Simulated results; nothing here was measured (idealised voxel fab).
Name of the process module below: voxel wiring stack
cross-section cut | 290 nm wide | cells 5 nm
For the purposes of this document, a cross-section shall be understood as a grid of square cells, specified as bands listed in top-to-bottom order, each band consisting of one or more rows of cells.
Band: top height; bottom height; in nm. Then, left to right: material with width in nm, for each material. "everywhere": a single material spanning edge to edge. "blank": empty space.
Heights are expressed relative to 0, this being the level below which the as-received wafer comprises one material exclusively. The lowest band is unbounded in the downward direction and is denoted as in "top 0, no bottom".
The notation "30..40" denotes a width that varies across the rows of cells in the band, beginning at the first number in the top row, finishing at the second number in the bottom row, and changing by an identical amount from each row to the next.
For the purposes of this document, the phrase "no alterations made" attached to a step denotes that no cell within the cross-section was modified by that step.
The label "Sealed internal voids" introduces a list of the empty spaces, 8 cells or larger, that have no open way up to the top; each entry in it reads width x height at distance, where the distance is taken from the left edge and all three are stated in nm.
That trailing text on a step's line, after the settings, is the simulator's own remark on the step.
overlay nm: for a step with a mask, the amount by which the mask lay right of where it was planned; a negative amount means left of it.
[Set out below are the planned steps of the process]
- 1: RECEIVE, material Si
- 2: CONFORMAL_DEP, material SiO2, thk nm 10
- 3: CONFORMAL_DEP, material SiCN, thk nm 5
- 4: DIRECTIONAL_DEP, material lowk, thk nm 15
- 5: MASKED_ETCH, tone open, mask id METAL_1, width nm 25, pitch nm 50, etch materials lowk, depth nm 15, overlay nm 0
- 6: MASKED_ETCH, tone open, mask id METAL_1, width nm 25, pitch nm 50, etch materials SiCN, depth nm 5, overlay nm 0
- 7: CONFORMAL_DEP, material TiN, thk nm 5
- 8: FILL_DEP, material Ru, thk nm 5
- 9: CMP, height nm 30
- 10: CONFORMAL_DEP, material SiCN, thk nm 5
- 11: DIRECTIONAL_DEP, material SiO2, thk nm 20
- 12: PATTERN, tone open, mask id PLUG_1, material resist, width nm 15, pitch nm 50, thk nm 15, overlay nm 0
- 13: DIRECTIONAL_ETCH, etch materials SiO2, depth nm 20
- 14: DIRECTIONAL_ETCH, etch materials SiCN, depth nm 5
- 15: STRIP, etch materials resist
- 16: CONFORMAL_DEP, material TiN, thk nm 5
- 17: FILL_DEP, material W, thk nm 5
- 18: CMP, height nm 55
- 19: CONFORMAL_DEP, material SiCN, thk nm 5
- 20: DIRECTIONAL_DEP, material SiO2, thk nm 20
- 21: PATTERN, tone open, mask id METAL_2, material resist, width nm 15, pitch nm 50, thk nm 15, overlay nm 0
- 22: DIRECTIONAL_ETCH, etch materials SiO2, depth nm 20
- 23: DIRECTIONAL_ETCH, etch materials SiCN, depth nm 5
- 24: STRIP, etch materials resist
- 25: CONFORMAL_DEP, material TiN, thk nm 5
- 26: FILL_DEP, material Cu, thk nm 5
- 27: CMP, height nm 80
- 28: CONFORMAL_DEP, material SiCN, thk nm 5
For this document, wafers share an identical start and vary in the step 21 width nm; the plan quotes the first wafer's value.
[Cut through the first of several wafers as received, post step 1]
	top 0, no bottom = Si everywhere
	Sealed internal voids: none
[End of the module, past its last step, step 28: how the first of several wafers looks in cross-section]
	top 85, bottom 80 = SiCN everywhere
	top 80, bottom 60 = SiO2=110, TiN=5, Cu=5, TiN=5, SiO2=35, TiN=5, Cu=5, TiN=5, SiO2=115
	top 60, bottom 55 = SiCN=110, TiN=15, SiCN=35, TiN=15, SiCN=115
	top 55, bottom 35 = SiO2=105, TiN=5, W=5, TiN=5, SiO2=35, TiN=5, W=5, TiN=5, SiO2=120
	top 35, bottom 30 = SiCN=105, TiN=15, SiCN=35, TiN=15, SiCN=120
	top 30, bottom 15 = lowk=105, TiN=5, Ru=15, TiN=5, lowk=25, TiN=5, Ru=15, TiN=5, lowk=110
	top 15, bottom 10 = SiCN=105, TiN=25, SiCN=25, TiN=25, SiCN=110
	top 10, bottom 0 = SiO2 everywhere
	top 0, no bottom = Si everywhere
	Sealed internal voids: none
[Module end, final wafer: cross-section]
	top 85, bottom 80 = SiCN everywhere
	top 80, bottom 60 = SiO2=100, TiN=5, Cu=25, TiN=5, SiO2=15, TiN=5, Cu=25, TiN=5, SiO2=105
	top 60, bottom 55 = SiCN=100, TiN=35, SiCN=15, TiN=35, SiCN=105
	top 55, bottom 35 = SiO2=105, TiN=5, W=5, TiN=5, SiO2=35, TiN=5, W=5, TiN=5, SiO2=120
	top 35, bottom 30 = SiCN=105, TiN=15, SiCN=35, TiN=15, SiCN=120
	top 30, bottom 15 = lowk=105, TiN=5, Ru=15, TiN=5, lowk=25, TiN=5, Ru=15, TiN=5, lowk=110
	top 15, bottom 10 = SiCN=105, TiN=25, SiCN=25, TiN=25, SiCN=110
	top 10, bottom 0 = SiO2 everywhere
	top 0, no bottom = Si everywhere
	Sealed internal voids: none
[For your reference, the table is organized with a row per wafer; each row reflects the wafer at the end of the module, indicating for each material the cells gained (+) or lost (-) since receipt, and thereafter its closed voids]
width nm 15, +8 Cu, +18 Ru, +210 SiCN, +532 SiO2, +66 TiN, +8 W, +144 lowk, Sealed internal voids: none
width nm 20, +16 Cu, +18 Ru, +208 SiCN, +524 SiO2, +68 TiN, +8 W, +144 lowk, Sealed internal voids: none
width nm 25, +24 Cu, +18 Ru, +206 SiCN, +516 SiO2, +70 TiN, +8 W, +144 lowk, Sealed internal voids: none
width nm 30, +32 Cu, +18 Ru, +204 SiCN, +508 SiO2, +72 TiN, +8 W, +144 lowk, Sealed internal voids: none
width nm 35, +40 Cu, +18 Ru, +202 SiCN, +500 SiO2, +74 TiN, +8 W, +144 lowk, Sealed internal voids: none
